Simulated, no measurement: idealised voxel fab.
Herein follows the process module entitled voxel capacitor over wiring.
Each square cell in cross-section cut measures 5 nm, and the section as a whole is 155 nm wide.
In what follows, cross-sections appear as grids of square cells, described through bands that run from the top down, where every band is one or more rows of cells.
For a band, the entry starts with two heights in nm, that of the top and then that of the bottom, and carries on with the band's materials in order from left to right, each alongside its width in nm; the word "everywhere" beside a single material means it fills the band edge to edge, and "blank" means empty space.
Heights are measured from 0, the level below which the as-received wafer is all one material; the lowest band has no bottom and continues downward, written as in "0 nm and below".
The two numbers in a width such as "30 to 40" mark its ends across the band: the first belongs to the top row of cells, the second to the bottom row, and from each row to the next the width moves by the same amount.
"remained the same" -> step changed no cross-section cell.
In "Enclosed empty spaces" the enclosed voids are listed, meaning empty spaces of 8 cells or larger without any opening to the top. The form is width x height at distance, distance from the left edge, units nm.
What comes after the settings on a step's line is commentary from the simulator itself on that step.
"overlay nm", when on a step's line for a step with a mask, measures how far to the right of its planned place the mask lay; a negative measure means to the left.

**The planned process steps are enumerated hereunder**
1) RECEIVE [material Si]
2) CONFORMAL_DEP [material SiO2] [thk nm 15]
3) CONFORMAL_DEP [material SiCN] [thk nm 5]
4) DIRECTIONAL_DEP [material SiO2] [thk nm 25]
5) DIRECTIONAL_DEP [material aC] [thk nm 10]
6) PATTERN [tone open] [mask id METAL_1] [material resist] [width nm 30] [pitch nm 95] [thk nm 30] [overlay nm 0]
7) DIRECTIONAL_ETCH [etch materials aC] [depth nm 10]
8) STRIP [etch materials resist]
9) DIRECTIONAL_ETCH [etch materials SiO2] [depth nm 25]
10) DIRECTIONAL_ETCH [etch materials SiCN] [depth nm 5]
11) STRIP [etch materials aC]
12) CONFORMAL_DEP [material TiN] [thk nm 5]
13) FILL_DEP [material Cu] [thk nm 10]
14) CMP [height nm 45]
15) CONFORMAL_DEP [material SiCN] [thk nm 5]
16) DIRECTIONAL_DEP [material SiO2] [thk nm 10]
17) MASKED_ETCH [tone open] [mask id PLUG_1] [width nm 15] [etch materials SiO2] [depth nm 10] [overlay nm -15]
18) MASKED_ETCH [tone open] [mask id PLUG_1] [width nm 15] [etch materials SiCN] [depth nm 5] [overlay nm 0]
19) CONFORMAL_DEP [material TiN] [thk nm 5]
20) FILL_DEP [material W] [thk nm 10]
21) CMP [height nm 60]
22) DIRECTIONAL_DEP [material TiN] [thk nm 10]
23) DIRECTIONAL_DEP [material HfO2] [thk nm 5]
24) DIRECTIONAL_DEP [material TiN] [thk nm 10]
25) PATTERN [tone cover] [mask id UPPER_PLATE] [material resist] [width nm 70] [thk nm 15] [overlay nm 0]
26) DIRECTIONAL_ETCH [etch materials TiN] [depth nm 10]
27) DIRECTIONAL_ETCH [etch materials HfO2] [depth nm 5]
28) STRIP [etch materials resist]
29) DIRECTIONAL_DEP [material aC] [thk nm 10]
30) PATTERN [tone cover] [mask id LOWER_PLATE] [material resist] [width nm 80] [thk nm 25] [overlay nm 0]
31) DIRECTIONAL_ETCH [etch materials aC] [depth nm 10]
32) STRIP [etch materials resist]
33) DIRECTIONAL_ETCH [etch materials TiN] [depth nm 10]
34) STRIP [etch materials aC]
35) FILL_DEP [material SiO2] [thk nm 20]
36) CMP [height nm 100]
37) MASKED_ETCH [tone open] [mask id PLUG_2] [width nm 15] [etch materials SiO2] [depth nm 15] [overlay nm 0]
38) CONFORMAL_DEP [material TiN] [thk nm 5]
39) FILL_DEP [material Ru] [thk nm 10]
40) CMP [height nm 100]
41) CONFORMAL_DEP [material SiCN] [thk nm 5]
All wafers enter the flow in the same state. The overlay nm at step 17 differs from wafer to wafer, and the plan gives the value for the first wafer.

**After step 1, as received: first of several wafers, cross-section**
    0 nm and below = Si everywhere
    Enclosed empty spaces: none

**Per-wafer rows below. For each material: cells gained (+) or lost (-) since the wafer was received, as of end of module. Then: closed voids**
overlay nm -15; +40 Cu; +14 HfO2; +2 Ru; +81 SiCN; +409 SiO2; +104 TiN; +1 W; Enclosed empty spaces: none
overlay nm -10; +40 Cu; +14 HfO2; +2 Ru; +80 SiCN; +409 SiO2; +105 TiN; +1 W; Enclosed empty spaces: none
overlay nm -5; +40 Cu; +14 HfO2; +2 Ru; +79 SiCN; +409 SiO2; +106 TiN; +1 W; Enclosed empty spaces: none
overlay nm 0; +40 Cu; +14 HfO2; +2 Ru; +78 SiCN; +409 SiO2; +106 TiN; +2 W; Enclosed empty spaces: none
overlay nm 5; +40 Cu; +14 HfO2; +2 Ru; +79 SiCN; +409 SiO2; +106 TiN; +1 W; Enclosed empty spaces: none
overlay nm 10; +40 Cu; +14 HfO2; +2 Ru; +80 SiCN; +409 SiO2; +105 TiN; +1 W; Enclosed empty spaces: none
overlay nm 15; +40 Cu; +14 HfO2; +2 Ru; +81 SiCN; +409 SiO2; +104 TiN; +1 W; Enclosed empty spaces: none
